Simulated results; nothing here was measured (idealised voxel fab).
Process module heading - voxel ribs on slabs
Cross-sectional view cut (width: 295 nm; square cell size: 5 nm).
Each cross-section below is a grid of square cells, stated as bands in top-down order, with one or more rows of cells making up each band. Top, bottom (nm), then materials left to right with widths (nm); lone material tagged "everywhere" fills the whole band edge to edge; "blank" = empty space. The reference from which all heights are counted is 0, the level beneath which the as-received wafer is entirely one material; the lowest band, having no lower bound, proceeds downward and is written after the example "from 0 down". The notation "30..40" denotes a width that varies across the rows of cells in the band, beginning at the first number in the top row, finishing at the second number in the bottom row, and changing by an identical amount from each row to the next. You'll sometimes find "no alterations made" written for a step, and that's the way of saying that nowhere in the cross-section did a cell change during that step. Basically, "Entrapped voids" tells you about the enclosed voids: empty spaces with no open way to the top, 8 cells or bigger, each written width x height at distance, where distance is from the left edge, all in nm. Read whatever lies past the settings on a step's line as the simulator's own remark about the step. "overlay nm" denotes, for a step that has a mask, the displacement of the mask to the right of its planned place, with negative values corresponding to the left.

[Intended process steps]
1. RECEIVE [material Si]
2. DIRECTIONAL_DEP [material SiO2] [thk nm 30]
3. DIRECTIONAL_DEP [material SiN] [thk nm 15]
4. PATTERN [tone cover] [mask id RIB] [material resist] [width nm 15] [thk nm 20] [overlay nm 0]
5. DIRECTIONAL_ETCH [etch materials SiN] [depth nm 10]
6. STRIP [etch materials resist]
7. MASKED_ETCH [tone cover] [mask id SLAB] [width nm 75] [etch materials SiN] [depth nm 5] [overlay nm 0]
8. FILL_DEP [material SiO2] [thk nm 25]
9. CMP [height nm 65]
10. DIRECTIONAL_DEP [material W] [thk nm 10]
11. DIRECTIONAL_DEP [material aC] [thk nm 15]
12. PATTERN [tone cover] [mask id HEATER] [material resist] [width nm 25] [thk nm 35] [overlay nm 0]
13. DIRECTIONAL_ETCH [etch materials aC] [depth nm 15]
14. STRIP [etch materials resist]
15. DIRECTIONAL_ETCH [etch materials W] [depth nm 10]
16. STRIP [etch materials aC]
17. CONFORMAL_DEP [material SiO2] [thk nm 5]

[As-received wafer cross-section (after step 1)]
from 0 down  Si everywhere
Entrapped voids: none

[Below is the wafer in cross-section after the module was completed. It began from the starting point shown above and followed the plan shown above, except that one mistake was made while running it]
from 80 to 75  blank (130) / SiO2 (35) / blank (130)
from 75 to 70  blank (130) / SiO2 (5) / W (25) / SiO2 (5) / blank (130)
from 70 to 65  SiO2 (135) / W (25) / SiO2 (135)
from 65 to 15  SiO2 everywhere
from 15 to 0  SiN everywhere
from 0 down  Si everywhere
Entrapped voids: none
Run error: the processing plan was not followed for steps 2 and 3, which were run with their positions exchanged
